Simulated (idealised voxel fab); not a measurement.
process module | voxel lift off
cross-section cut | 150 nm wide | cells 5 nm
A cross-section is a grid of square cells, given in bands from the top down. A band is one or more rows of cells.
Each band's line starts with the height of the band's top and of its bottom, in nm. Then come its materials from left to right, each with its width in nm. One material with "throughout" fills the band from edge to edge. "air" is empty space.
Height 0 is the level under which the wafer as received is all one material. The lowest band goes on downwards, as in "0 down".
A width such as "30 to 40" changes by the same amount from each row of cells to the next, from the band's top row to its bottom row.
"no change" after a step means that no cell of the cross-section changed.
closed voids: empty space of 8 cells or more with no open way to the top, each as width x height at its distance from the left edge, in nm
after a step's settings: what the simulator itself notes on the step
overlay nm, on a step with a mask: how far to the right of its planned place the mask lay; to the left if negative
plan
1 op RECEIVE | material Si
2 op CONFORMAL_DEP | material Al2O3 | thk nm 10
3 op PATTERN | tone open | mask id LINES | material resist | width nm 15 | pitch nm 35 | thk nm 25 | overlay nm 0
4 op DIRECTIONAL_DEP | material Ru | thk nm 10
5 op STRIP | etch materials resist
6 op CONFORMAL_DEP | material SiCN | thk nm 10
as received, after step 1
  0 down: Si throughout
  closed voids: none
a wafer at the end: this start, this plan, one mistake
  35 to 25: air 40 | SiCN 70 | air 40
  25 to 20: air 40 | SiCN 10 | Ru 15 | SiCN 20 | Ru 15 | SiCN 10 | air 40
  20 to 10: SiCN 50 | Ru 15 | SiCN 20 | Ru 15 | SiCN 50
  10 to 0: Al2O3 throughout
  0 down: Si throughout
  closed voids: none
what went wrong: step 4 ran as: op DIRECTIONAL_DEP | material Ru | thk nm 15
